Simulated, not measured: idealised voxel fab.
process module | voxel transistor to metal
cross-section cut | 265 nm wide | cells 5 nm
A cross-section is a grid of square cells, given in bands from the top down. A band is one or more rows of cells.
Each band's line starts with the height of the band's top and of its bottom, in nm. Then come its materials from left to right, each with its width in nm. One material with "throughout" fills the band from edge to edge. "air" is empty space.
Height 0 is the level under which the wafer as received is all one material. The lowest band goes on downwards, as in "0 down".
A width such as "30 to 40" changes by the same amount from each row of cells to the next, from the band's top row to its bottom row.
"no change" after a step means that no cell of the cross-section changed.
closed voids: empty space of 8 cells or more with no open way to the top, each as width x height at its distance from the left edge, in nm
after a step's settings: what the simulator itself notes on the step
overlay nm, on a step with a mask: how far to the right of its planned place the mask lay; to the left if negative
plan
1 op RECEIVE | material Si
2 op CONFORMAL_DEP | material SiO2 | thk nm 5
3 op CONFORMAL_DEP | material SiN | thk nm 10
4 op PATTERN | tone cover | mask id ACTIVE | material resist | width nm 100 | pitch nm 125 | thk nm 20 | overlay nm 0
5 op DIRECTIONAL_ETCH | etch materials SiN | depth nm 10
6 op DIRECTIONAL_ETCH | etch materials SiO2 | depth nm 5
7 op DIRECTIONAL_ETCH | etch materials Si | depth nm 25
8 op STRIP | etch materials resist
9 op OXIDIZE | depth nm 5
10 op FILL_DEP | material SiO2 | thk nm 5
11 op CMP | height nm 15
12 op SELECTIVE_ETCH | etch materials SiO2 | depth nm 10
13 op STRIP | etch materials SiN
14 op SELECTIVE_ETCH | etch materials SiO2 | depth nm 5
15 op OXIDIZE | depth nm 5
16 op DIRECTIONAL_DEP | material polySi | thk nm 30
17 op DIRECTIONAL_DEP | material SiCN | thk nm 15
18 op DIRECTIONAL_DEP | material aC | thk nm 15
19 op PATTERN | tone cover | mask id GATE | material resist | width nm 20 | pitch nm 125 | thk nm 30 | overlay nm 0
20 op DIRECTIONAL_ETCH | etch materials aC | depth nm 15
21 op STRIP | etch materials resist
22 op DIRECTIONAL_ETCH | etch materials SiCN | depth nm 25
23 op DIRECTIONAL_ETCH | etch materials polySi | depth nm 40
24 op STRIP | etch materials aC
25 op CONFORMAL_DEP | material SiN | thk nm 10
26 op DIRECTIONAL_ETCH | etch materials SiN | depth nm 10
27 op DIRECTIONAL_ETCH | etch materials SiO2 | depth nm 5
28 op DIRECTIONAL_ETCH | etch materials Si | depth nm 10
29 op EPI | material SiGe | thk nm 15
30 op FILL_DEP | material SiO2 | thk nm 5
31 op CMP | height nm 45
32 op DIRECTIONAL_DEP | material SiO2 | thk nm 15
33 op DIRECTIONAL_DEP | material aC | thk nm 15
34 op PATTERN | tone open | mask id CONTACT | material resist | width nm 20 | thk nm 35 | overlay nm 0
35 op DIRECTIONAL_ETCH | etch materials aC | depth nm 15
36 op STRIP | etch materials resist
37 op DIRECTIONAL_ETCH | etch materials SiO2 | depth nm 60
38 op STRIP | etch materials aC
39 op CONFORMAL_DEP | material TiN | thk nm 5
40 op FILL_DEP | material Ru | thk nm 10
41 op CMP | height nm 60
42 op CONFORMAL_DEP | material SiN | thk nm 5
43 op DIRECTIONAL_DEP | material lowk | thk nm 20
44 op PATTERN | tone open | mask id METAL_1 | material resist | width nm 20 | thk nm 20 | overlay nm 0
45 op DIRECTIONAL_ETCH | etch materials lowk | depth nm 20
46 op DIRECTIONAL_ETCH | etch materials SiN | depth nm 5
47 op STRIP | etch materials resist
48 op CONFORMAL_DEP | material TiN | thk nm 5
49 op FILL_DEP | material Ru | thk nm 5
50 op CMP | height nm 85
51 op CONFORMAL_DEP | material SiCN | thk nm 5
52 op DIRECTIONAL_DEP | material lowk | thk nm 25
53 op DIRECTIONAL_DEP | material aC | thk nm 15
54 op PATTERN | tone open | mask id METAL_2_HOLES | material resist | width nm 15 | pitch nm 125 | thk nm 35 | overlay nm 0
55 op DIRECTIONAL_ETCH | etch materials aC | depth nm 15
56 op STRIP | etch materials resist
57 op DIRECTIONAL_ETCH | etch materials lowk | depth nm 25
58 op STRIP | etch materials aC
59 op PATTERN | tone open | mask id METAL_2 | material resist | width nm 20 | pitch nm 125 | thk nm 20 | overlay nm 0
60 op DIRECTIONAL_ETCH | etch materials lowk | depth nm 15
61 op DIRECTIONAL_ETCH | etch materials SiCN | depth nm 5
62 op STRIP | etch materials resist
63 op CONFORMAL_DEP | material TiN | thk nm 5
64 op FILL_DEP | material Ru | thk nm 10
65 op CMP | height nm 115
66 op CONFORMAL_DEP | material SiN | thk nm 5
as received, after step 1
  0 down: Si throughout
  closed voids: none
first wafer at the end, as planned
  120 to 115: SiN throughout
  115 to 105: lowk 25 | TiN 5 | Ru 10 | TiN 5 | lowk 105 | TiN 5 | Ru 10 | TiN 5 | lowk 95
  105 to 100: lowk 25 | TiN 5 | Ru 5 | TiN 10 | lowk 105 | TiN 5 | Ru 5 | TiN 10 | lowk 95
  100 to 90: lowk 25 | TiN 5 | Ru 5 | TiN 5 | lowk 110 | TiN 5 | Ru 5 | TiN 5 | lowk 100
  90 to 85: SiCN 25 | TiN 15 | SiCN 110 | TiN 15 | SiCN 100
  85 to 65: lowk 25 | TiN 5 | Ru 10 | TiN 5 | lowk 50 | TiN 5 | Ru 10 | TiN 5 | lowk 35 | TiN 5 | Ru 10 | TiN 5 | lowk 50 | TiN 5 | Ru 10 | TiN 5 | lowk 25
  65 to 60: SiN 25 | TiN 20 | SiN 50 | TiN 20 | SiN 35 | TiN 20 | SiN 50 | TiN 20 | SiN 25
  60 to 45: SiO2 25 | TiN 5 | Ru 10 | TiN 5 | SiO2 50 | TiN 5 | Ru 10 | TiN 5 | SiO2 35 | TiN 5 | Ru 10 | TiN 5 | SiO2 50 | TiN 5 | Ru 10 | TiN 5 | SiO2 25
  45 to 30: SiO2 25 | TiN 5 | Ru 10 | TiN 5 | SiO2 5 | SiN 10 | SiCN 20 | SiN 10 | SiO2 5 | TiN 5 | Ru 10 | TiN 5 | SiO2 35 | TiN 5 | Ru 10 | TiN 5 | SiO2 5 | SiN 10 | SiCN 20 | SiN 10 | SiO2 5 | TiN 5 | Ru 10 | TiN 5 | SiO2 25
  30 to 15: SiO2 25 | TiN 5 | Ru 10 | TiN 5 | SiO2 5 | SiN 10 | polySi 20 | SiN 10 | SiO2 5 | TiN 5 | Ru 10 | TiN 5 | SiO2 35 | TiN 5 | Ru 10 | TiN 5 | SiO2 5 | SiN 10 | polySi 20 | SiN 10 | SiO2 5 | TiN 5 | Ru 10 | TiN 5 | SiO2 25
  15 to 10: SiO2 25 | TiN 20 | SiO2 5 | SiN 10 | polySi 20 | SiN 10 | SiO2 5 | TiN 20 | SiO2 35 | TiN 20 | SiO2 5 | SiN 10 | polySi 20 | SiN 10 | SiO2 5 | TiN 20 | SiO2 25
  10 to 0: SiO2 25 | TiN 10 | SiGe 15 | SiN 10 | polySi 20 | SiN 10 | SiGe 15 | TiN 10 | SiO2 35 | TiN 10 | SiGe 15 | SiN 10 | polySi 20 | SiN 10 | SiGe 15 | TiN 10 | SiO2 25
  0 to -5: SiO2 20 | SiGe 30 | SiO2 40 | SiGe 30 | SiO2 25 | SiGe 30 | SiO2 40 | SiGe 30 | SiO2 20
  -5 to -15: SiO2 25 | SiGe 25 | Si 40 | SiGe 25 | SiO2 35 | SiGe 25 | Si 40 | SiGe 25 | SiO2 25
  -15 to -30: SiO2 25 | Si 90 | SiO2 35 | Si 90 | SiO2 25
  -30 down: Si throughout
  closed voids: none
second wafer at the end: like start, like plan, one mistake
  120 to 115: SiN throughout
  115 to 105: lowk 25 | TiN 5 | Ru 15 | TiN 5 | lowk 100 | TiN 5 | Ru 15 | TiN 5 | lowk 90
  105 to 95: lowk 25 to 35 | TiN 15 to 5 | Ru 5 | TiN 5 | lowk 100 to 110 | TiN 15 to 5 | Ru 5 | TiN 5 | lowk 90
  95 to 90: lowk 35 | TiN 15 | lowk 110 | TiN 15 | lowk 90
  90 to 85: SiCN 35 | TiN 10 | SiCN 115 | TiN 10 | SiCN 95
  85 to 65: lowk 25 | TiN 5 | Ru 10 | TiN 5 | lowk 50 | TiN 5 | Ru 10 | TiN 5 | lowk 35 | TiN 5 | Ru 10 | TiN 5 | lowk 50 | TiN 5 | Ru 10 | TiN 5 | lowk 25
  65 to 60: SiN 25 | TiN 20 | SiN 50 | TiN 20 | SiN 35 | TiN 20 | SiN 50 | TiN 20 | SiN 25
  60 to 45: SiO2 25 | TiN 5 | Ru 10 | TiN 5 | SiO2 50 | TiN 5 | Ru 10 | TiN 5 | SiO2 35 | TiN 5 | Ru 10 | TiN 5 | SiO2 50 | TiN 5 | Ru 10 | TiN 5 | SiO2 25
  45 to 30: SiO2 25 | TiN 5 | Ru 10 | TiN 5 | SiO2 5 | SiN 10 | SiCN 20 | SiN 10 | SiO2 5 | TiN 5 | Ru 10 | TiN 5 | SiO2 35 | TiN 5 | Ru 10 | TiN 5 | SiO2 5 | SiN 10 | SiCN 20 | SiN 10 | SiO2 5 | TiN 5 | Ru 10 | TiN 5 | SiO2 25
  30 to 15: SiO2 25 | TiN 5 | Ru 10 | TiN 5 | SiO2 5 | SiN 10 | polySi 20 | SiN 10 | SiO2 5 | TiN 5 | Ru 10 | TiN 5 | SiO2 35 | TiN 5 | Ru 10 | TiN 5 | SiO2 5 | SiN 10 | polySi 20 | SiN 10 | SiO2 5 | TiN 5 | Ru 10 | TiN 5 | SiO2 25
  15 to 10: SiO2 25 | TiN 20 | SiO2 5 | SiN 10 | polySi 20 | SiN 10 | SiO2 5 | TiN 20 | SiO2 35 | TiN 20 | SiO2 5 | SiN 10 | polySi 20 | SiN 10 | SiO2 5 | TiN 20 | SiO2 25
  10 to 0: SiO2 25 | TiN 10 | SiGe 15 | SiN 10 | polySi 20 | SiN 10 | SiGe 15 | TiN 10 | SiO2 35 | TiN 10 | SiGe 15 | SiN 10 | polySi 20 | SiN 10 | SiGe 15 | TiN 10 | SiO2 25
  0 to -5: SiO2 20 | SiGe 30 | SiO2 40 | SiGe 30 | SiO2 25 | SiGe 30 | SiO2 40 | SiGe 30 | SiO2 20
  -5 to -15: SiO2 25 | SiGe 25 | Si 40 | SiGe 25 | SiO2 35 | SiGe 25 | Si 40 | SiGe 25 | SiO2 25
  -15 to -30: SiO2 25 | Si 90 | SiO2 35 | Si 90 | SiO2 25
  -30 down: Si throughout
  closed voids: none
what went wrong: step 54 ran as: op PATTERN | tone open | mask id METAL_2_HOLES | material resist | width nm 15 | pitch nm 125 | thk nm 35 | overlay nm 10
at the end the second wafer has, in cells: 2 more of Ru | 2 more of SiCN | 2 more of TiN | 6 fewer of lowk
